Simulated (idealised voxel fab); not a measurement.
Process module in this document: voxel wiring stack
This is section cut - it's 275 nm across, gridded in 5 nm square cells.
In this document a cross-section is written as a grid of square cells. It is given as a series of bands, listed from the top down, and a band is one or more rows of cells.
Top height, bottom height, nm. Materials left to right, width each, nm. Single material + "edge to edge" = fills band edge to edge. "air" = empty.
It should be noted that heights are counted from 0, beneath which the wafer as supplied is of one material throughout, and that the lowest band possesses no lower boundary but continues downward, as written in "0 down".
So if you see something like "30->40" for the width, read it as the top row of the band sitting at the first number and the bottom row at the second, with every row in between moving by the same amount as the last.
"identical to before" (step): cross-section cells unchanged, all of them.
Any empty space of 8 cells or more lacking an open way to the top shows up in "Voids, enclosed" as width x height at distance, distance from the left edge, in nm.
On a step's line, text after the settings is the simulator commenting on that step.
The setting "overlay nm" may be written on the line of a step. When the step uses a mask, the value reports how far to the right of the planned place the mask lay, and a negative value reports that it lay to the left.
# plan
1) RECEIVE with material Si
2) CONFORMAL_DEP with material SiO2, thk nm 10
3) CONFORMAL_DEP with material SiN, thk nm 5
4) DIRECTIONAL_DEP with material SiO2, thk nm 15
5) DIRECTIONAL_DEP with material aC, thk nm 10
6) PATTERN with tone open, mask id METAL_1, material resist, width nm 20, pitch nm 40, thk nm 25, overlay nm 0
7) DIRECTIONAL_ETCH with etch materials aC, depth nm 10
8) STRIP with etch materials resist
9) DIRECTIONAL_ETCH with etch materials SiO2, depth nm 15
10) DIRECTIONAL_ETCH with etch materials SiN, depth nm 5
11) STRIP with etch materials aC
12) CONFORMAL_DEP with material TiN, thk nm 5
13) FILL_DEP with material Cu, thk nm 5
14) CMP with height nm 30
15) CONFORMAL_DEP with material SiCN, thk nm 5
16) DIRECTIONAL_DEP with material SiO2, thk nm 20
17) MASKED_ETCH with tone open, mask id PLUG_1, width nm 15, pitch nm 40, etch materials SiO2, depth nm 20, overlay nm 0
18) MASKED_ETCH with tone open, mask id PLUG_1, width nm 15, pitch nm 40, etch materials SiCN, depth nm 5, overlay nm 0
19) EPI with material Ru, thk nm 10
20) EPI with material Ru, thk nm 10
21) EPI with material Ru, thk nm 5
22) CONFORMAL_DEP with material SiN, thk nm 5
23) DIRECTIONAL_DEP with material SiO2, thk nm 20
24) DIRECTIONAL_DEP with material aC, thk nm 10
25) PATTERN with tone open, mask id METAL_2, material resist, width nm 20, pitch nm 40, thk nm 25, overlay nm 0
26) DIRECTIONAL_ETCH with etch materials aC, depth nm 10
27) STRIP with etch materials resist
28) DIRECTIONAL_ETCH with etch materials SiO2, depth nm 20
29) DIRECTIONAL_ETCH with etch materials SiN, depth nm 5
30) STRIP with etch materials aC
31) CONFORMAL_DEP with material TiN, thk nm 5
32) FILL_DEP with material Ru, thk nm 10
33) CMP with height nm 80
34) CONFORMAL_DEP with material SiCN, thk nm 5
35) DIRECTIONAL_DEP with material lowk, thk nm 20
36) DIRECTIONAL_DEP with material aC, thk nm 15
37) PATTERN with tone open, mask id PLUG_2, material resist, width nm 15, pitch nm 40, thk nm 30, overlay nm 0
38) DIRECTIONAL_ETCH with etch materials aC, depth nm 15
39) STRIP with etch materials resist
40) DIRECTIONAL_ETCH with etch materials lowk, depth nm 20
41) DIRECTIONAL_ETCH with etch materials SiCN, depth nm 5
42) STRIP with etch materials aC
43) CONFORMAL_DEP with material TiN, thk nm 5
44) FILL_DEP with material W, thk nm 10
45) CMP with height nm 105
46) DIRECTIONAL_DEP with material TiN, thk nm 5
47) DIRECTIONAL_DEP with material W, thk nm 15
48) MASKED_ETCH with tone cover, mask id METAL_3, width nm 15, pitch nm 40, etch materials W, depth nm 15, overlay nm 0
49) MASKED_ETCH with tone cover, mask id METAL_3, width nm 20, pitch nm 40, etch materials TiN, depth nm 5, overlay nm 0
50) FILL_DEP with material lowk, thk nm 5
51) CMP with height nm 125
52) CONFORMAL_DEP with material SiCN, thk nm 5
Split variable: width nm, step 48. Plan value = first wafer. Wafers start alike.
# Cut through the first of several wafers as received, post step 1
- 0 down = Si edge to edge
- Voids, enclosed: none
# Wafer cross-section (first of several) - module end, post step 52 (last step)
- 130 to 125 = SiCN edge to edge
- 125 to 110 = lowk (70) / W (15) / lowk (25) / W (15) / lowk (25) / W (15) / lowk (25) / W (15) / lowk (70)
- 110 to 105 = lowk (65) / TiN (20) / lowk (20) / TiN (20) / lowk (20) / TiN (20) / lowk (20) / TiN (20) / lowk (70)
- 105 to 85 = lowk (65) / TiN (5) / W (5) / TiN (5) / lowk (25) / TiN (5) / W (5) / TiN (5) / lowk (25) / TiN (5) / W (5) / TiN (5) / lowk (25) / TiN (5) / W (5) / TiN (5) / lowk (75)
- 85 to 80 = SiCN (65) / TiN (15) / SiCN (25) / TiN (15) / SiCN (25) / TiN (15) / SiCN (25) / TiN (15) / SiCN (75)
- 80 to 60 = SiO2 (65) / TiN (5) / Ru (10) / TiN (5) / SiO2 (20) / TiN (5) / Ru (10) / TiN (5) / SiO2 (20) / TiN (5) / Ru (10) / TiN (5) / SiO2 (20) / TiN (5) / Ru (10) / TiN (5) / SiO2 (70)
- 60 to 55 = SiN (65) / TiN (20) / SiN (20) / TiN (20) / SiN (20) / TiN (20) / SiN (20) / TiN (20) / SiN (70)
- 55 to 35 = SiO2 (65) / Ru (15) / SiO2 (25) / Ru (15) / SiO2 (25) / Ru (15) / SiO2 (25) / Ru (15) / SiO2 (75)
- 35 to 30 = SiCN (65) / Ru (15) / SiCN (25) / Ru (15) / SiCN (25) / Ru (15) / SiCN (25) / Ru (15) / SiCN (75)
- 30 to 15 = SiO2 (65) / TiN (5) / Cu (10) / TiN (5) / SiO2 (20) / TiN (5) / Cu (10) / TiN (5) / SiO2 (20) / TiN (5) / Cu (10) / TiN (5) / SiO2 (20) / TiN (5) / Cu (10) / TiN (5) / SiO2 (70)
- 15 to 10 = SiN (65) / TiN (20) / SiN (20) / TiN (20) / SiN (20) / TiN (20) / SiN (20) / TiN (20) / SiN (70)
- 10 to 0 = SiO2 edge to edge
- 0 down = Si edge to edge
- Voids, enclosed: none
# So this is the cross-section on the last wafer at the end of the module
- 130 to 125 = SiCN edge to edge
- 125 to 110 = lowk (65) / W (25) / lowk (15) / W (25) / lowk (15) / W (25) / lowk (15) / W (25) / lowk (65)
- 110 to 105 = lowk (65) / TiN (25) / lowk (15) / TiN (25) / lowk (15) / TiN (25) / lowk (15) / TiN (25) / lowk (65)
- 105 to 85 = lowk (65) / TiN (5) / W (5) / TiN (5) / lowk (25) / TiN (5) / W (5) / TiN (5) / lowk (25) / TiN (5) / W (5) / TiN (5) / lowk (25) / TiN (5) / W (5) / TiN (5) / lowk (75)
- 85 to 80 = SiCN (65) / TiN (15) / SiCN (25) / TiN (15) / SiCN (25) / TiN (15) / SiCN (25) / TiN (15) / SiCN (75)
- 80 to 60 = SiO2 (65) / TiN (5) / Ru (10) / TiN (5) / SiO2 (20) / TiN (5) / Ru (10) / TiN (5) / SiO2 (20) / TiN (5) / Ru (10) / TiN (5) / SiO2 (20) / TiN (5) / Ru (10) / TiN (5) / SiO2 (70)
- 60 to 55 = SiN (65) / TiN (20) / SiN (20) / TiN (20) / SiN (20) / TiN (20) / SiN (20) / TiN (20) / SiN (70)
- 55 to 35 = SiO2 (65) / Ru (15) / SiO2 (25) / Ru (15) / SiO2 (25) / Ru (15) / SiO2 (25) / Ru (15) / SiO2 (75)
- 35 to 30 = SiCN (65) / Ru (15) / SiCN (25) / Ru (15) / SiCN (25) / Ru (15) / SiCN (25) / Ru (15) / SiCN (75)
- 30 to 15 = SiO2 (65) / TiN (5) / Cu (10) / TiN (5) / SiO2 (20) / TiN (5) / Cu (10) / TiN (5) / SiO2 (20) / TiN (5) / Cu (10) / TiN (5) / SiO2 (20) / TiN (5) / Cu (10) / TiN (5) / SiO2 (70)
- 15 to 10 = SiN (65) / TiN (20) / SiN (20) / TiN (20) / SiN (20) / TiN (20) / SiN (20) / TiN (20) / SiN (70)
- 10 to 0 = SiO2 edge to edge
- 0 down = Si edge to edge
- Voids, enclosed: none
# Gained (+) or lost (-) cells of each material since receipt, then closed voids: one row per wafer, at the end of the module
width nm 15, +24 Cu, +92 Ru, +141 SiCN, +78 SiN, +555 SiO2, +148 TiN, +52 W, +340 lowk, Voids, enclosed: none
width nm 20, +24 Cu, +92 Ru, +141 SiCN, +78 SiN, +555 SiO2, +148 TiN, +64 W, +328 lowk, Voids, enclosed: none
width nm 25, +24 Cu, +92 Ru, +141 SiCN, +78 SiN, +555 SiO2, +152 TiN, +76 W, +312 lowk, Voids, enclosed: none
